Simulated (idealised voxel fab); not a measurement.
process module | voxel air gaps
cross-section cut | 255 nm wide | cells 5 nm
A cross-section is a grid of square cells, given in bands from the top down. A band is one or more rows of cells.
Each band's line starts with the height of the band's top and of its bottom, in nm. Then come its materials from left to right, each with its width in nm. One material with "throughout" fills the band from edge to edge. "air" is empty space.
Height 0 is the level under which the wafer as received is all one material. The lowest band goes on downwards, as in "0 down".
A width such as "30 to 40" changes by the same amount from each row of cells to the next, from the band's top row to its bottom row.
"no change" after a step means that no cell of the cross-section changed.
closed voids: empty space of 8 cells or more with no open way to the top, each as width x height at its distance from the left edge, in nm
after a step's settings: what the simulator itself notes on the step
overlay nm, on a step with a mask: how far to the right of its planned place the mask lay; to the left if negative
plan
1 op RECEIVE | material Si
2 op CONFORMAL_DEP | material SiO2 | thk nm 10
3 op CONFORMAL_DEP | material SiN | thk nm 5
4 op DIRECTIONAL_DEP | material lowk | thk nm 40
5 op PATTERN | tone open | mask id LINES | material resist | width nm 15 | pitch nm 40 | thk nm 15 | overlay nm -15
6 op DIRECTIONAL_ETCH | etch materials lowk | depth nm 40
7 op STRIP | etch materials resist
8 op CONFORMAL_DEP | material TiN | thk nm 5
9 op FILL_DEP | material Cu | thk nm 5
10 op CMP | height nm 55
11 op EPI | material Ru | thk nm 10
12 op SELECTIVE_ETCH | etch materials lowk | depth nm 50
13 op CONFORMAL_DEP | material SiN | thk nm 5
varied across the wafers: overlay nm of step 5. The plan shows the first wafer's value. All wafers start alike
first wafer as received, after step 1
  0 down: Si throughout
  closed voids: none
first wafer at the end, after step 13
  70 to 65: air 30 | SiN 165 | air 60
  65 to 55: air 30 | SiN 5 | Ru 35 | SiN 5 | Ru 35 | SiN 5 | Ru 35 | SiN 5 | Ru 35 | SiN 5 | air 60
  55 to 50: air 30 | SiN 15 | TiN 5 | Cu 5 | TiN 5 | SiN 25 | TiN 5 | Cu 5 | TiN 5 | SiN 25 | TiN 5 | Cu 5 | TiN 5 | SiN 25 | TiN 5 | Cu 5 | TiN 5 | SiN 15 | air 60
  50 to 20: air 40 | SiN 5 | TiN 5 | Cu 5 | TiN 5 | SiN 5 | air 15 | SiN 5 | TiN 5 | Cu 5 | TiN 5 | SiN 5 | air 15 | SiN 5 | TiN 5 | Cu 5 | TiN 5 | SiN 5 | air 15 | SiN 5 | TiN 5 | Cu 5 | TiN 5 | SiN 5 | air 70
  20 to 15: SiN 45 | TiN 15 | SiN 25 | TiN 15 | SiN 25 | TiN 15 | SiN 25 | TiN 15 | SiN 75
  15 to 10: SiN throughout
  10 to 0: SiO2 throughout
  0 down: Si throughout
  closed voids: 15 x 30 at 65; 15 x 30 at 105; 15 x 30 at 145
last wafer at the end
  70 to 65: air 60 | SiN 165 | air 30
  65 to 55: air 60 | SiN 5 | Ru 35 | SiN 5 | Ru 35 | SiN 5 | Ru 35 | SiN 5 | Ru 35 | SiN 5 | air 30
  55 to 50: air 60 | SiN 15 | TiN 5 | Cu 5 | TiN 5 | SiN 25 | TiN 5 | Cu 5 | TiN 5 | SiN 25 | TiN 5 | Cu 5 | TiN 5 | SiN 25 | TiN 5 | Cu 5 | TiN 5 | SiN 15 | air 30
  50 to 20: air 70 | SiN 5 | TiN 5 | Cu 5 | TiN 5 | SiN 5 | air 15 | SiN 5 | TiN 5 | Cu 5 | TiN 5 | SiN 5 | air 15 | SiN 5 | TiN 5 | Cu 5 | TiN 5 | SiN 5 | air 15 | SiN 5 | TiN 5 | Cu 5 | TiN 5 | SiN 5 | air 40
  20 to 15: SiN 75 | TiN 15 | SiN 25 | TiN 15 | SiN 25 | TiN 15 | SiN 25 | TiN 15 | SiN 45
  15 to 10: SiN throughout
  10 to 0: SiO2 throughout
  0 down: Si throughout
  closed voids: 15 x 30 at 95; 15 x 30 at 135; 15 x 30 at 175
each wafer at the end: cells of each material gained (+) or lost (-) since it was received, then its closed voids
overlay nm -15 | +28 Cu | +56 Ru | +202 SiN | +102 SiO2 | +68 TiN | closed voids: 15 x 30 at 65; 15 x 30 at 105; 15 x 30 at 145
overlay nm -10 | +28 Cu | +56 Ru | +202 SiN | +102 SiO2 | +68 TiN | closed voids: 15 x 30 at 70; 15 x 30 at 110; 15 x 30 at 150
overlay nm -5 | +28 Cu | +56 Ru | +202 SiN | +102 SiO2 | +68 TiN | closed voids: 15 x 30 at 75; 15 x 30 at 115; 15 x 30 at 155
overlay nm 0 | +28 Cu | +56 Ru | +202 SiN | +102 SiO2 | +68 TiN | closed voids: 15 x 30 at 80; 15 x 30 at 120; 15 x 30 at 160
overlay nm 5 | +28 Cu | +56 Ru | +202 SiN | +102 SiO2 | +68 TiN | closed voids: 15 x 30 at 85; 15 x 30 at 125; 15 x 30 at 165
overlay nm 10 | +28 Cu | +56 Ru | +202 SiN | +102 SiO2 | +68 TiN | closed voids: 15 x 30 at 90; 15 x 30 at 130; 15 x 30 at 170
overlay nm 15 | +28 Cu | +56 Ru | +202 SiN | +102 SiO2 | +68 TiN | closed voids: 15 x 30 at 95; 15 x 30 at 135; 15 x 30 at 175
